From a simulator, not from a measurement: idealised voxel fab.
Process module name: voxel released beams
Each square cell in cross-section cut measures 5 nm, and the section as a whole is 225 nm wide.
Throughout this document, each cross-section is represented as a grid of square cells and is presented as a sequence of bands enumerated from the top downward, where a band comprises one or more rows of cells. What a band's entry tells you: where the top is and where the bottom is, as heights in nm, and after that what lies inside, material by material from left to right, each with its width in nm. Empty space is written as the word "blank", and a single material marked with the word "full width" occupies the band from edge to edge. The reference from which all heights are counted is 0, the level beneath which the as-received wafer is entirely one material; the lowest band, having no lower bound, proceeds downward and is written after the example "0 -> down". So if you see something like "30 to 40" for the width, read it as the top row of the band sitting at the first number and the bottom row at the second, with every row in between moving by the same amount as the last. What does "stayed the same" mean for a step? It means no cell of the cross-section changed in that step. "Closed void list" enumerates empty spaces isolated from the top, with no open way to it, that contain at least 8 cells, giving each as width x height at distance from the left edge, all three in nm. If you see something after the settings on a step's line, that's the simulator's own remark about that step. "overlay nm" denotes, for a step that has a mask, the displacement of the mask to the right of its planned place, with negative values corresponding to the left.
### Here's what the planned process steps look like
- 1: RECEIVE | material Si
- 2: CONFORMAL_DEP | material Al2O3 | thk nm 10
- 3: DIRECTIONAL_DEP | material SiO2 | thk nm 20
- 4: DIRECTIONAL_DEP | material aC | thk nm 15
- 5: PATTERN | tone open | mask id ANCHOR | material resist | width nm 45 | thk nm 35 | overlay nm 0
- 6: DIRECTIONAL_ETCH | etch materials aC | depth nm 15
- 7: STRIP | etch materials resist
- 8: DIRECTIONAL_ETCH | etch materials SiO2 | depth nm 20
- 9: STRIP | etch materials aC
- 10: CONFORMAL_DEP | material polySi | thk nm 15
- 11: PATTERN | tone cover | mask id BEAM | material resist | width nm 120 | thk nm 20 | overlay nm 0
- 12: DIRECTIONAL_ETCH | etch materials polySi | depth nm 15
- 13: STRIP | etch materials resist
- 14: STRIP | etch materials SiO2
### The first wafer of two, processed as planned
### Cross-section of the incoming wafer, state after step 1
    0 -> down | Si full width
    Closed void list: none
### Sectional view: wafer, after step 2
    10 -> 0 | Al2O3 full width
    Below 0, no change.
### Sectional view: wafer, after step 3
    30 -> 10 | SiO2 full width
    Below 10, no change.
### Sectional view: wafer, after step 4
    45 -> 30 | aC full width
    Below 30, no change.
### Sectional view: wafer, after step 5
    80 -> 45 | resist (55), then blank (45), then resist (125)
    Below 45, no change.
### Sectional view: wafer, after step 6
    65 -> 45 | resist (55), then blank (45), then resist (125)
    45 -> 30 | aC (55), then blank (45), then aC (125)
    Below 30, no change.
### Sectional view: wafer, after step 7
    45 -> 30 | aC (55), then blank (45), then aC (125)
    Below 30, no change.
### Sectional view: wafer, after step 8
    45 -> 30 | aC (55), then blank (45), then aC (125)
    30 -> 10 | SiO2 (55), then blank (45), then SiO2 (125)
    Below 10, no change.
### Sectional view: wafer, after step 9
    30 -> 10 | SiO2 (55), then blank (45), then SiO2 (125)
    Below 10, no change.
### Sectional view: wafer, after step 10
    45 -> 30 | polySi (70), then blank (15), then polySi (140)
    30 -> 25 | SiO2 (55), then polySi (15), then blank (15), then polySi (15), then SiO2 (125)
    25 -> 10 | SiO2 (55), then polySi (45), then SiO2 (125)
    Below 10, no change.
### Sectional view: wafer, after step 11
    65 -> 45 | blank (50), then resist (120), then blank (55)
    45 -> 30 | polySi (70), then resist (15), then polySi (140)
    30 -> 25 | SiO2 (55), then polySi (15), then resist (15), then polySi (15), then SiO2 (125)
    Below 25, no change.
### Sectional view: wafer, after step 12
    65 -> 45 | blank (50), then resist (120), then blank (55)
    45 -> 30 | blank (50), then polySi (20), then resist (15), then polySi (85), then blank (55)
    Below 30, no change.
### Sectional view: wafer, after step 13
    45 -> 30 | blank (50), then polySi (20), then blank (15), then polySi (85), then blank (55)
    30 -> 25 | SiO2 (55), then polySi (15), then blank (15), then polySi (15), then SiO2 (125)
    Below 25, no change.
### Sectional view: wafer, after step 14
    45 -> 30 | blank (50), then polySi (20), then blank (15), then polySi (85), then blank (55)
    30 -> 25 | blank (55), then polySi (15), then blank (15), then polySi (15), then blank (125)
    25 -> 10 | blank (55), then polySi (45), then blank (125)
    Below 10, no change.
### Now the other wafer: same start, same recipe, but we messed up one thing when running it. Up to and including step 9 it's the same as the first one
### Cross-section of the second wafer corresponding to the planned conclusion of step 10
    60 -> 30 | polySi full width
    30 -> 10 | SiO2 (55), then polySi (45), then SiO2 (125)
    Below 10, no change.
### Cross-section of the second wafer corresponding to the planned conclusion of step 11
    80 -> 60 | blank (50), then resist (120), then blank (55)
    Below 60, no change.
### Cross-section of the second wafer corresponding to the planned conclusion of step 12
    80 -> 60 | blank (50), then resist (120), then blank (55)
    60 -> 45 | blank (50), then polySi (120), then blank (55)
    Below 45, no change.
### Cross-section of the second wafer corresponding to the planned conclusion of step 13
    60 -> 45 | blank (50), then polySi (120), then blank (55)
    Below 45, no change.
Cross-section of the second wafer corresponding to the planned conclusion of step 14: stayed the same
Processing error: step 10 of the plan was executed twice over
Upon completion, the second wafer contains, in terms of cells, a greater or smaller amount of certain materials than the first wafer: SiO2: 144 more; polySi: 147 more
